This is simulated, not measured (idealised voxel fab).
Proc. module: voxel trench capacitor
Xsec cut, 150 nm wide, square cell size 5 nm.
In this document a cross-section is written as a grid of square cells. It is given as a series of bands, listed from the top down, and a band is one or more rows of cells.
It is stipulated that each band's entry specify, in nanometres, the height of the top of the band and then that of its bottom, followed by the materials of the band in left-to-right sequence, each together with its width in nanometres. A single material marked by the word "full width" is understood to fill the band from edge to edge; the word "empty" is understood to denote empty space.
The level at which height equals 0 is the one under which the wafer, as it arrives, is entirely one material. No lower edge exists for the bottom band, which continues downward and is notated as in "0 -> down".
So if you see something like "30..40" for the width, read it as the top row of the band sitting at the first number and the bottom row at the second, with every row in between moving by the same amount as the last.
The cross-section has no changed cell in any step marked "nothing altered".
Listed in "Voids, fully enclosed": every empty space of 8 or more cells without an open way to the top. Form: width x height at distance, the distance being from the left edge, all in nm.
after a step's settings: what the simulator itself notes on the step
overlay nm: step with mask; distance mask lay right of planned place; negative value = left of planned place.

-- Steps in the process plan
1: RECEIVE,material Si
2: CONFORMAL_DEP,material SiN,thk nm 5
3: PATTERN,tone open,mask id TRENCH,material resist,width nm 20,pitch nm 40,thk nm 15,overlay nm 0
4: DIRECTIONAL_ETCH,etch materials SiN,depth nm 5
5: DIRECTIONAL_ETCH,etch materials Si,depth nm 35
6: STRIP,etch materials resist
7: CONFORMAL_DEP,material SiO2,thk nm 5
8: FILL_DEP,material polySi,thk nm 5
9: CMP,height nm 5

-- Cross-section of the wafer upon arrival, representing the state reached after step 1
> 0 -> down: Si full width
> Voids, fully enclosed: none

-- End state of the module in cross-section, given the above starting point and plan and one mistake in execution
> 5 -> 0: 30 nm SiN, then 10 nm polySi, then 30 nm SiN, then 10 nm polySi, then 30 nm SiN, then 10 nm polySi, then 30 nm SiN
> 0 -> -30: 25 nm Si, then 5 nm SiN, then 10 nm polySi, then 5 nm SiN, then 20 nm Si, then 5 nm SiN, then 10 nm polySi, then 5 nm SiN, then 20 nm Si, then 5 nm SiN, then 10 nm polySi, then 5 nm SiN, then 25 nm Si
> -30 -> -35: 25 nm Si, then 20 nm SiN, then 20 nm Si, then 20 nm SiN, then 20 nm Si, then 20 nm SiN, then 25 nm Si
> -35 -> down: Si full width
> Voids, fully enclosed: none
Finding, execution versus plan: so step 7 ended up running with a different setting than we planned, it ran as CONFORMAL_DEP,material SiN,thk nm 5
